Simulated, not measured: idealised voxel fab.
process module | voxel trench capacitor
cross-section cut | 275 nm wide | cells 5 nm
A cross-section is a grid of square cells, given in bands from the top down. A band is one or more rows of cells.
Each band's line starts with the height of the band's top and of its bottom, in nm. Then come its materials from left to right, each with its width in nm. One material with "throughout" fills the band from edge to edge. "air" is empty space.
Height 0 is the level under which the wafer as received is all one material. The lowest band goes on downwards, as in "0 down".
A width such as "30 to 40" changes by the same amount from each row of cells to the next, from the band's top row to its bottom row.
"no change" after a step means that no cell of the cross-section changed.
closed voids: empty space of 8 cells or more with no open way to the top, each as width x height at its distance from the left edge, in nm
after a step's settings: what the simulator itself notes on the step
overlay nm, on a step with a mask: how far to the right of its planned place the mask lay; to the left if negative
plan
1 op RECEIVE | material Si
2 op CONFORMAL_DEP | material SiN | thk nm 5
3 op PATTERN | tone open | mask id TRENCH | material resist | width nm 30 | pitch nm 50 | thk nm 15 | overlay nm 0
4 op DIRECTIONAL_ETCH | etch materials SiN | depth nm 5
5 op DIRECTIONAL_ETCH | etch materials Si | depth nm 15
6 op STRIP | etch materials resist
7 op CONFORMAL_DEP | material HfO2 | thk nm 5
8 op CONFORMAL_DEP | material TiN | thk nm 5
9 op FILL_DEP | material W | thk nm 10
10 op CMP | height nm 5
varied across the wafers: depth nm of step 5. The plan shows the first wafer's value. All wafers start alike
first wafer as received, after step 1
  0 down: Si throughout
  closed voids: none
first wafer at the end, after step 10
  5 to 0: SiN 95 | HfO2 5 | TiN 5 | W 10 | TiN 5 | HfO2 5 | SiN 20 | HfO2 5 | TiN 5 | W 10 | TiN 5 | HfO2 5 | SiN 100
  0 to -5: Si 95 | HfO2 5 | TiN 5 | W 10 | TiN 5 | HfO2 5 | Si 20 | HfO2 5 | TiN 5 | W 10 | TiN 5 | HfO2 5 | Si 100
  -5 to -10: Si 95 | HfO2 5 | TiN 20 | HfO2 5 | Si 20 | HfO2 5 | TiN 20 | HfO2 5 | Si 100
  -10 to -15: Si 95 | HfO2 30 | Si 20 | HfO2 30 | Si 100
  -15 down: Si throughout
  closed voids: none
last wafer at the end
  5 to 0: SiN 95 | HfO2 5 | TiN 5 | W 10 | TiN 5 | HfO2 5 | SiN 20 | HfO2 5 | TiN 5 | W 10 | TiN 5 | HfO2 5 | SiN 100
  0 to -30: Si 95 | HfO2 5 | TiN 5 | W 10 | TiN 5 | HfO2 5 | Si 20 | HfO2 5 | TiN 5 | W 10 | TiN 5 | HfO2 5 | Si 100
  -30 to -35: Si 95 | HfO2 5 | TiN 20 | HfO2 5 | Si 20 | HfO2 5 | TiN 20 | HfO2 5 | Si 100
  -35 to -40: Si 95 | HfO2 30 | Si 20 | HfO2 30 | Si 100
  -40 down: Si throughout
  closed voids: none
each wafer at the end: cells of each material gained (+) or lost (-) since it was received, then its closed voids
depth nm 15 | +24 HfO2 | -36 Si | +43 SiN | +16 TiN | +8 W | closed voids: none
depth nm 20 | +28 HfO2 | -48 Si | +43 SiN | +20 TiN | +12 W | closed voids: none
depth nm 25 | +32 HfO2 | -60 Si | +43 SiN | +24 TiN | +16 W | closed voids: none
depth nm 30 | +36 HfO2 | -72 Si | +43 SiN | +28 TiN | +20 W | closed voids: none
depth nm 35 | +40 HfO2 | -84 Si | +43 SiN | +32 TiN | +24 W | closed voids: none
depth nm 40 | +44 HfO2 | -96 Si | +43 SiN | +36 TiN | +28 W | closed voids: none
